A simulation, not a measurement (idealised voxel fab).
process module | voxel self aligned vias
cross-section cut | 220 nm wide | cells 5 nm
A cross-section is a grid of square cells, given in bands from the top down. A band is one or more rows of cells.
Each band's line starts with the height of the band's top and of its bottom, in nm. Then come its materials from left to right, each with its width in nm. One material with "throughout" fills the band from edge to edge. "air" is empty space.
Height 0 is the level under which the wafer as received is all one material. The lowest band goes on downwards, as in "0 down".
A width such as "30 to 40" changes by the same amount from each row of cells to the next, from the band's top row to its bottom row.
"no change" after a step means that no cell of the cross-section changed.
closed voids: empty space of 8 cells or more with no open way to the top, each as width x height at its distance from the left edge, in nm
after a step's settings: what the simulator itself notes on the step
overlay nm, on a step with a mask: how far to the right of its planned place the mask lay; to the left if negative
plan
1 op RECEIVE | material Si
2 op CONFORMAL_DEP | material SiO2 | thk nm 10
3 op CONFORMAL_DEP | material SiCN | thk nm 5
4 op DIRECTIONAL_DEP | material SiO2 | thk nm 25
5 op MASKED_ETCH | tone open | mask id LINES | width nm 30 | pitch nm 60 | etch materials SiO2 | depth nm 25 | overlay nm 0
6 op CONFORMAL_DEP | material TiN | thk nm 5
7 op FILL_DEP | material W | thk nm 10
8 op CMP | height nm 40
9 op SELECTIVE_ETCH | etch materials W Ru TiN | depth nm 10
10 op FILL_DEP | material SiN | thk nm 5
11 op CMP | height nm 40
12 op DIRECTIONAL_DEP | material SiO2 | thk nm 20
13 op DIRECTIONAL_DEP | material aC | thk nm 15
14 op PATTERN | tone open | mask id VIAS | material resist | width nm 40 | pitch nm 120 | thk nm 30 | overlay nm 0
15 op DIRECTIONAL_ETCH | etch materials aC | depth nm 15
16 op STRIP | etch materials resist
17 op DIRECTIONAL_ETCH | etch materials SiO2 | depth nm 20
18 op DIRECTIONAL_ETCH | etch materials SiN | depth nm 10
19 op STRIP | etch materials aC
20 op CONFORMAL_DEP | material TiN | thk nm 5
21 op FILL_DEP | material Cu | thk nm 5
22 op CMP | height nm 60
23 op CONFORMAL_DEP | material SiN | thk nm 5
first wafer, as planned
as received, after step 1
  0 down: Si throughout
  closed voids: none
after step 2
  10 to 0: SiO2 throughout
  below 0: unchanged
after step 3
  15 to 10: SiCN throughout
  below 10: unchanged
after step 4
  40 to 15: SiO2 throughout
  below 15: unchanged
after step 5
  40 to 15: SiO2 35 | air 30 | SiO2 30 | air 30 | SiO2 30 | air 30 | SiO2 35
  below 15: unchanged
after step 6
  45 to 40: TiN 40 | air 20 | TiN 40 | air 20 | TiN 40 | air 20 | TiN 40
  40 to 20: SiO2 35 | TiN 5 | air 20 | TiN 5 | SiO2 30 | TiN 5 | air 20 | TiN 5 | SiO2 30 | TiN 5 | air 20 | TiN 5 | SiO2 35
  20 to 15: SiO2 35 | TiN 30 | SiO2 30 | TiN 30 | SiO2 30 | TiN 30 | SiO2 35
  below 15: unchanged
after step 7
  55 to 45: W throughout
  45 to 40: TiN 40 | W 20 | TiN 40 | W 20 | TiN 40 | W 20 | TiN 40
  40 to 20: SiO2 35 | TiN 5 | W 20 | TiN 5 | SiO2 30 | TiN 5 | W 20 | TiN 5 | SiO2 30 | TiN 5 | W 20 | TiN 5 | SiO2 35
  below 20: unchanged
after step 8
  40 to 20: SiO2 35 | TiN 5 | W 20 | TiN 5 | SiO2 30 | TiN 5 | W 20 | TiN 5 | SiO2 30 | TiN 5 | W 20 | TiN 5 | SiO2 35
  below 20: unchanged
after step 9
  40 to 30: SiO2 35 | air 30 | SiO2 30 | air 30 | SiO2 30 | air 30 | SiO2 35
  below 30: unchanged
after step 10
  45 to 40: SiN throughout
  40 to 30: SiO2 35 | SiN 30 | SiO2 30 | SiN 30 | SiO2 30 | SiN 30 | SiO2 35
  below 30: unchanged
after step 11
  40 to 30: SiO2 35 | SiN 30 | SiO2 30 | SiN 30 | SiO2 30 | SiN 30 | SiO2 35
  below 30: unchanged
after step 12
  60 to 40: SiO2 throughout
  below 40: unchanged
after step 13
  75 to 60: aC throughout
  below 60: unchanged
after step 14
  105 to 75: resist 30 | air 40 | resist 80 | air 40 | resist 30
  below 75: unchanged
after step 15
  90 to 75: resist 30 | air 40 | resist 80 | air 40 | resist 30
  75 to 60: aC 30 | air 40 | aC 80 | air 40 | aC 30
  below 60: unchanged
after step 16
  75 to 60: aC 30 | air 40 | aC 80 | air 40 | aC 30
  below 60: unchanged
after step 17
  75 to 60: aC 30 | air 40 | aC 80 | air 40 | aC 30
  60 to 40: SiO2 30 | air 40 | SiO2 80 | air 40 | SiO2 30
  below 40: unchanged
after step 18
  75 to 60: aC 30 | air 40 | aC 80 | air 40 | aC 30
  60 to 40: SiO2 30 | air 40 | SiO2 80 | air 40 | SiO2 30
  40 to 30: SiO2 35 | air 30 | SiO2 30 | SiN 30 | SiO2 30 | air 30 | SiO2 35
  below 30: unchanged
after step 19
  60 to 40: SiO2 30 | air 40 | SiO2 80 | air 40 | SiO2 30
  below 40: unchanged
after step 20
  65 to 60: TiN 35 | air 30 | TiN 90 | air 30 | TiN 35
  60 to 45: SiO2 30 | TiN 5 | air 30 | TiN 5 | SiO2 80 | TiN 5 | air 30 | TiN 5 | SiO2 30
  45 to 40: SiO2 30 | TiN 10 | air 20 | TiN 10 | SiO2 80 | TiN 10 | air 20 | TiN 10 | SiO2 30
  40 to 35: SiO2 35 | TiN 5 | air 20 | TiN 5 | SiO2 30 | SiN 30 | SiO2 30 | TiN 5 | air 20 | TiN 5 | SiO2 35
  35 to 30: SiO2 35 | TiN 30 | SiO2 30 | SiN 30 | SiO2 30 | TiN 30 | SiO2 35
  below 30: unchanged
after step 21
  70 to 65: Cu throughout
  65 to 60: TiN 35 | Cu 30 | TiN 90 | Cu 30 | TiN 35
  60 to 45: SiO2 30 | TiN 5 | Cu 30 | TiN 5 | SiO2 80 | TiN 5 | Cu 30 | TiN 5 | SiO2 30
  45 to 40: SiO2 30 | TiN 10 | Cu 20 | TiN 10 | SiO2 80 | TiN 10 | Cu 20 | TiN 10 | SiO2 30
  40 to 35: SiO2 35 | TiN 5 | Cu 20 | TiN 5 | SiO2 30 | SiN 30 | SiO2 30 | TiN 5 | Cu 20 | TiN 5 | SiO2 35
  below 35: unchanged
after step 22
  60 to 45: SiO2 30 | TiN 5 | Cu 30 | TiN 5 | SiO2 80 | TiN 5 | Cu 30 | TiN 5 | SiO2 30
  below 45: unchanged
after step 23
  65 to 60: SiN throughout
  below 60: unchanged
second wafer: like start, like plan, one mistake. Through step 11 it matches the first wafer
when step 12 should have ended
  60 to 40: Cu throughout
  below 40: unchanged
when step 13 should have ended
  75 to 60: aC throughout
  below 60: unchanged
when step 14 should have ended
  105 to 75: resist 30 | air 40 | resist 80 | air 40 | resist 30
  below 75: unchanged
when step 15 should have ended
  90 to 75: resist 30 | air 40 | resist 80 | air 40 | resist 30
  75 to 60: aC 30 | air 40 | aC 80 | air 40 | aC 30
  below 60: unchanged
when step 16 should have ended
  75 to 60: aC 30 | air 40 | aC 80 | air 40 | aC 30
  below 60: unchanged
when step 17 should have ended: no change
when step 18 should have ended: no change
when step 19 should have ended
  60 to 40: Cu throughout
  below 40: unchanged
when step 20 should have ended
  65 to 60: TiN throughout
  below 60: unchanged
when step 21 should have ended
  70 to 65: Cu throughout
  below 65: unchanged
when step 22 should have ended
  60 to 40: Cu throughout
  below 40: unchanged
when step 23 should have ended
  65 to 60: SiN throughout
  below 60: unchanged
what went wrong: step 12 ran as: op DIRECTIONAL_DEP | material Cu | thk nm 20
at the end the second wafer has, in cells: 124 more of Cu | 24 more of SiN | 112 fewer of SiO2 | 36 fewer of TiN
